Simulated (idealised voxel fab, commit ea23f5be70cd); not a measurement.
Presented below is a process module, voxel quadruple lines.
Section shown: cut. Width: 300 nm. Cell size: 5 nm, square.
We lay out every cross-section as a grid of square cells and spell it out in bands from the top down, where one band means one or more rows of cells.
The entry gives the band's vertical extent as a top height and a bottom height in nm, then its horizontal make-up as materials from left to right, each with a width in nm. "empty" stands for empty space; a single material marked "all across" fills the band edge to edge.
Measure heights from 0. That's the level where, below it, the as-received wafer is all one material. The lowest band is bottomless and extends downward; write it as in "from 0 down".
So if you see something like "30->40" for the width, read it as the top row of the band sitting at the first number and the bottom row at the second, with every row in between moving by the same amount as the last.
You'll sometimes find "nothing changed" written for a step, and that's the way of saying that nowhere in the cross-section did a cell change during that step.
Listed in "Closed cavities": every empty space of 8 or more cells without an open way to the top. Form: width x height at distance, the distance being from the left edge, all in nm.
Heads up: the bit after the settings on a step's line is the simulator's remark on that step.
"overlay nm", when on a step's line for a step with a mask, measures how far to the right of its planned place the mask lay; a negative measure means to the left.
THIS SECTION LISTS THE PROCESS STEPS THAT WERE PLANNED
| 1 | RECEIVE (material Si) |
| 2 | CONFORMAL_DEP (material Al2O3; thk nm 5) |
| 3 | DIRECTIONAL_DEP (material W; thk nm 15) |
| 4 | DIRECTIONAL_DEP (material polySi; thk nm 20) |
| 5 | DIRECTIONAL_DEP (material aC; thk nm 25) |
| 6 | PATTERN (tone cover; mask id MANDREL; material resist; width nm 25; pitch nm 80; thk nm 35; overlay nm 0) |
| 7 | DIRECTIONAL_ETCH (etch materials aC; depth nm 25) |
| 8 | STRIP (etch materials resist) |
| 9 | CONFORMAL_DEP (material SiO2; thk nm 15) |
| 10 | DIRECTIONAL_ETCH (etch materials SiO2; depth nm 15) |
| 11 | STRIP (etch materials aC) |
| 12 | DIRECTIONAL_ETCH (etch materials polySi; depth nm 20) |
| 13 | STRIP (etch materials SiO2) |
| 14 | CONFORMAL_DEP (material SiCN; thk nm 5) |
| 15 | DIRECTIONAL_ETCH (etch materials SiCN; depth nm 5) |
| 16 | STRIP (etch materials polySi) |
| 17 | DIRECTIONAL_ETCH (etch materials W; depth nm 15) |
| 18 | STRIP (etch materials SiCN) |
| 19 | FILL_DEP (material SiO2; thk nm 10) |
| 20 | CMP (height nm 20) |
THE FOLLOWING PERTAINS TO THE FIRST OF TWO WAFERS, WHICH WAS PROCESSED AS PLANNED
WAFER AT RECEIPT (POST STEP 1), CROSS-SECTION
	from 0 down  Si all across
	Closed cavities: none
STEP 2 DONE - WAFER CROSS-SECTION
	from 5 to 0  Al2O3 all across
	For the remainder of the cross-section, below 0, there is no change.
STEP 3 DONE - WAFER CROSS-SECTION
	from 20 to 5  W all across
	For the remainder of the cross-section, below 5, there is no change.
STEP 4 DONE - WAFER CROSS-SECTION
	from 40 to 20  polySi all across
	For the remainder of the cross-section, below 20, there is no change.
STEP 5 DONE - WAFER CROSS-SECTION
	from 65 to 40  aC all across
	For the remainder of the cross-section, below 40, there is no change.
STEP 6 DONE - WAFER CROSS-SECTION
	from 100 to 65  95 empty / 25 resist / 55 empty / 25 resist / 100 empty
	For the remainder of the cross-section, below 65, there is no change.
STEP 7 DONE - WAFER CROSS-SECTION
	from 75 to 65  95 empty / 25 resist / 55 empty / 25 resist / 100 empty
	from 65 to 40  95 empty / 25 aC / 55 empty / 25 aC / 100 empty
	For the remainder of the cross-section, below 40, there is no change.
STEP 8 DONE - WAFER CROSS-SECTION
	from 65 to 40  95 empty / 25 aC / 55 empty / 25 aC / 100 empty
	For the remainder of the cross-section, below 40, there is no change.
STEP 9 DONE - WAFER CROSS-SECTION
	from 80 to 65  80 empty / 55 SiO2 / 25 empty / 55 SiO2 / 85 empty
	from 65 to 55  80 empty / 15 SiO2 / 25 aC / 15 SiO2 / 25 empty / 15 SiO2 / 25 aC / 15 SiO2 / 85 empty
	from 55 to 40  95 SiO2 / 25 aC / 55 SiO2 / 25 aC / 100 SiO2
	For the remainder of the cross-section, below 40, there is no change.
STEP 10 DONE - WAFER CROSS-SECTION
	from 65 to 40  80 empty / 15 SiO2 / 25 aC / 15 SiO2 / 25 empty / 15 SiO2 / 25 aC / 15 SiO2 / 85 empty
	For the remainder of the cross-section, below 40, there is no change.
STEP 11 DONE - WAFER CROSS-SECTION
	from 65 to 40  80 empty / 15 SiO2 / 25 empty / 15 SiO2 / 25 empty / 15 SiO2 / 25 empty / 15 SiO2 / 85 empty
	For the remainder of the cross-section, below 40, there is no change.
STEP 12 DONE - WAFER CROSS-SECTION
	from 65 to 40  80 empty / 15 SiO2 / 25 empty / 15 SiO2 / 25 empty / 15 SiO2 / 25 empty / 15 SiO2 / 85 empty
	from 40 to 20  80 empty / 15 polySi / 25 empty / 15 polySi / 25 empty / 15 polySi / 25 empty / 15 polySi / 85 empty
	For the remainder of the cross-section, below 20, there is no change.
STEP 13 DONE - WAFER CROSS-SECTION
	from 40 to 20  80 empty / 15 polySi / 25 empty / 15 polySi / 25 empty / 15 polySi / 25 empty / 15 polySi / 85 empty
	For the remainder of the cross-section, below 20, there is no change.
STEP 14 DONE - WAFER CROSS-SECTION
	from 45 to 40  75 empty / 25 SiCN / 15 empty / 25 SiCN / 15 empty / 25 SiCN / 15 empty / 25 SiCN / 80 empty
	from 40 to 25  75 empty / 5 SiCN / 15 polySi / 5 SiCN / 15 empty / 5 SiCN / 15 polySi / 5 SiCN / 15 empty / 5 SiCN / 15 polySi / 5 SiCN / 15 empty / 5 SiCN / 15 polySi / 5 SiCN / 80 empty
	from 25 to 20  80 SiCN / 15 polySi / 25 SiCN / 15 polySi / 25 SiCN / 15 polySi / 25 SiCN / 15 polySi / 85 SiCN
	For the remainder of the cross-section, below 20, there is no change.
STEP 15 DONE - WAFER CROSS-SECTION
	from 40 to 20  75 empty / 5 SiCN / 15 polySi / 5 SiCN / 15 empty / 5 SiCN / 15 polySi / 5 SiCN / 15 empty / 5 SiCN / 15 polySi / 5 SiCN / 15 empty / 5 SiCN / 15 polySi / 5 SiCN / 80 empty
	For the remainder of the cross-section, below 20, there is no change.
STEP 16 DONE - WAFER CROSS-SECTION
	from 40 to 20  75 empty / 5 SiCN / 15 empty / 5 SiCN / 15 empty / 5 SiCN / 15 empty / 5 SiCN / 15 empty / 5 SiCN / 15 empty / 5 SiCN / 15 empty / 5 SiCN / 15 empty / 5 SiCN / 80 empty
	For the remainder of the cross-section, below 20, there is no change.
STEP 17 DONE - WAFER CROSS-SECTION
	from 40 to 20  75 empty / 5 SiCN / 15 empty / 5 SiCN / 15 empty / 5 SiCN / 15 empty / 5 SiCN / 15 empty / 5 SiCN / 15 empty / 5 SiCN / 15 empty / 5 SiCN / 15 empty / 5 SiCN / 80 empty
	from 20 to 5  75 empty / 5 W / 15 empty / 5 W / 15 empty / 5 W / 15 empty / 5 W / 15 empty / 5 W / 15 empty / 5 W / 15 empty / 5 W / 15 empty / 5 W / 80 empty
	For the remainder of the cross-section, below 5, there is no change.
STEP 18 DONE - WAFER CROSS-SECTION
	from 20 to 5  75 empty / 5 W / 15 empty / 5 W / 15 empty / 5 W / 15 empty / 5 W / 15 empty / 5 W / 15 empty / 5 W / 15 empty / 5 W / 15 empty / 5 W / 80 empty
	For the remainder of the cross-section, below 5, there is no change.
STEP 19 DONE - WAFER CROSS-SECTION
	from 30 to 20  SiO2 all across
	from 20 to 5  75 SiO2 / 5 W / 15 SiO2 / 5 W / 15 SiO2 / 5 W / 15 SiO2 / 5 W / 15 SiO2 / 5 W / 15 SiO2 / 5 W / 15 SiO2 / 5 W / 15 SiO2 / 5 W / 80 SiO2
	For the remainder of the cross-section, below 5, there is no change.
STEP 20 DONE - WAFER CROSS-SECTION
	from 20 to 5  75 SiO2 / 5 W / 15 SiO2 / 5 W / 15 SiO2 / 5 W / 15 SiO2 / 5 W / 15 SiO2 / 5 W / 15 SiO2 / 5 W / 15 SiO2 / 5 W / 15 SiO2 / 5 W / 80 SiO2
	For the remainder of the cross-section, below 5, there is no change.
SECOND WAFER. START AND PLAN AS FOR THE FIRST. ONE MISTAKE MADE IN RUNNING. AGREES WITH THE FIRST UP TO AND INCLUDING STEP 5
CROSS-SECTION, SECOND WAFER, AT THE END TIME THE PLAN GIVES FOR STEP 6
	from 100 to 65  100 empty / 20 resist / 60 empty / 20 resist / 100 empty
	For the remainder of the cross-section, below 65, there is no change.
CROSS-SECTION, SECOND WAFER, AT THE END TIME THE PLAN GIVES FOR STEP 7
	from 75 to 65  100 empty / 20 resist / 60 empty / 20 resist / 100 empty
	from 65 to 40  100 empty / 20 aC / 60 empty / 20 aC / 100 empty
	For the remainder of the cross-section, below 40, there is no change.
CROSS-SECTION, SECOND WAFER, AT THE END TIME THE PLAN GIVES FOR STEP 8
	from 65 to 40  100 empty / 20 aC / 60 empty / 20 aC / 100 empty
	For the remainder of the cross-section, below 40, there is no change.
CROSS-SECTION, SECOND WAFER, AT THE END TIME THE PLAN GIVES FOR STEP 9
	from 80 to 65  85 empty / 50 SiO2 / 30 empty / 50 SiO2 / 85 empty
	from 65 to 55  85 empty / 15 SiO2 / 20 aC / 15 SiO2 / 30 empty / 15 SiO2 / 20 aC / 15 SiO2 / 85 empty
	from 55 to 40  100 SiO2 / 20 aC / 60 SiO2 / 20 aC / 100 SiO2
	For the remainder of the cross-section, below 40, there is no change.
CROSS-SECTION, SECOND WAFER, AT THE END TIME THE PLAN GIVES FOR STEP 10
	from 65 to 40  85 empty / 15 SiO2 / 20 aC / 15 SiO2 / 30 empty / 15 SiO2 / 20 aC / 15 SiO2 / 85 empty
	For the remainder of the cross-section, below 40, there is no change.
CROSS-SECTION, SECOND WAFER, AT THE END TIME THE PLAN GIVES FOR STEP 11
	from 65 to 40  85 empty / 15 SiO2 / 20 empty / 15 SiO2 / 30 empty / 15 SiO2 / 20 empty / 15 SiO2 / 85 empty
	For the remainder of the cross-section, below 40, there is no change.
CROSS-SECTION, SECOND WAFER, AT THE END TIME THE PLAN GIVES FOR STEP 12
	from 65 to 40  85 empty / 15 SiO2 / 20 empty / 15 SiO2 / 30 empty / 15 SiO2 / 20 empty / 15 SiO2 / 85 empty
	from 40 to 20  85 empty / 15 polySi / 20 empty / 15 polySi / 30 empty / 15 polySi / 20 empty / 15 polySi / 85 empty
	For the remainder of the cross-section, below 20, there is no change.
CROSS-SECTION, SECOND WAFER, AT THE END TIME THE PLAN GIVES FOR STEP 13
	from 40 to 20  85 empty / 15 polySi / 20 empty / 15 polySi / 30 empty / 15 polySi / 20 empty / 15 polySi / 85 empty
	For the remainder of the cross-section, below 20, there is no change.
CROSS-SECTION, SECOND WAFER, AT THE END TIME THE PLAN GIVES FOR STEP 14
	from 45 to 40  80 empty / 25 SiCN / 10 empty / 25 SiCN / 20 empty / 25 SiCN / 10 empty / 25 SiCN / 80 empty
	from 40 to 25  80 empty / 5 SiCN / 15 polySi / 5 SiCN / 10 empty / 5 SiCN / 15 polySi / 5 SiCN / 20 empty / 5 SiCN / 15 polySi / 5 SiCN / 10 empty / 5 SiCN / 15 polySi / 5 SiCN / 80 empty
	from 25 to 20  85 SiCN / 15 polySi / 20 SiCN / 15 polySi / 30 SiCN / 15 polySi / 20 SiCN / 15 polySi / 85 SiCN
	For the remainder of the cross-section, below 20, there is no change.
CROSS-SECTION, SECOND WAFER, AT THE END TIME THE PLAN GIVES FOR STEP 15
	from 40 to 20  80 empty / 5 SiCN / 15 polySi / 5 SiCN / 10 empty / 5 SiCN / 15 polySi / 5 SiCN / 20 empty / 5 SiCN / 15 polySi / 5 SiCN / 10 empty / 5 SiCN / 15 polySi / 5 SiCN / 80 empty
	For the remainder of the cross-section, below 20, there is no change.
CROSS-SECTION, SECOND WAFER, AT THE END TIME THE PLAN GIVES FOR STEP 16
	from 40 to 20  80 empty / 5 SiCN / 15 empty / 5 SiCN / 10 empty / 5 SiCN / 15 empty / 5 SiCN / 20 empty / 5 SiCN / 15 empty / 5 SiCN / 10 empty / 5 SiCN / 15 empty / 5 SiCN / 80 empty
	For the remainder of the cross-section, below 20, there is no change.
CROSS-SECTION, SECOND WAFER, AT THE END TIME THE PLAN GIVES FOR STEP 17
	from 40 to 20  80 empty / 5 SiCN / 15 empty / 5 SiCN / 10 empty / 5 SiCN / 15 empty / 5 SiCN / 20 empty / 5 SiCN / 15 empty / 5 SiCN / 10 empty / 5 SiCN / 15 empty / 5 SiCN / 80 empty
	from 20 to 5  80 empty / 5 W / 15 empty / 5 W / 10 empty / 5 W / 15 empty / 5 W / 20 empty / 5 W / 15 empty / 5 W / 10 empty / 5 W / 15 empty / 5 W / 80 empty
	For the remainder of the cross-section, below 5, there is no change.
CROSS-SECTION, SECOND WAFER, AT THE END TIME THE PLAN GIVES FOR STEP 18
	from 20 to 5  80 empty / 5 W / 15 empty / 5 W / 10 empty / 5 W / 15 empty / 5 W / 20 empty / 5 W / 15 empty / 5 W / 10 empty / 5 W / 15 empty / 5 W / 80 empty
	For the remainder of the cross-section, below 5, there is no change.
CROSS-SECTION, SECOND WAFER, AT THE END TIME THE PLAN GIVES FOR STEP 19
	from 30 to 20  SiO2 all across
	from 20 to 5  80 SiO2 / 5 W / 15 SiO2 / 5 W / 10 SiO2 / 5 W / 15 SiO2 / 5 W / 20 SiO2 / 5 W / 15 SiO2 / 5 W / 10 SiO2 / 5 W / 15 SiO2 / 5 W / 80 SiO2
	For the remainder of the cross-section, below 5, there is no change.
CROSS-SECTION, SECOND WAFER, AT THE END TIME THE PLAN GIVES FOR STEP 20
	from 20 to 5  80 SiO2 / 5 W / 15 SiO2 / 5 W / 10 SiO2 / 5 W / 15 SiO2 / 5 W / 20 SiO2 / 5 W / 15 SiO2 / 5 W / 10 SiO2 / 5 W / 15 SiO2 / 5 W / 80 SiO2
	For the remainder of the cross-section, below 5, there is no change.
It is concluded that the wafer was processed incorrectly with respect to the plan, in that step 6 off recipe, ran as PATTERN (tone cover; mask id MANDREL; material resist; width nm 20; pitch nm 80; thk nm 35; overlay nm 0)
If you tally the cells, the second wafer ends up with the same amount of every material as the first; it's all just sitting in different places.
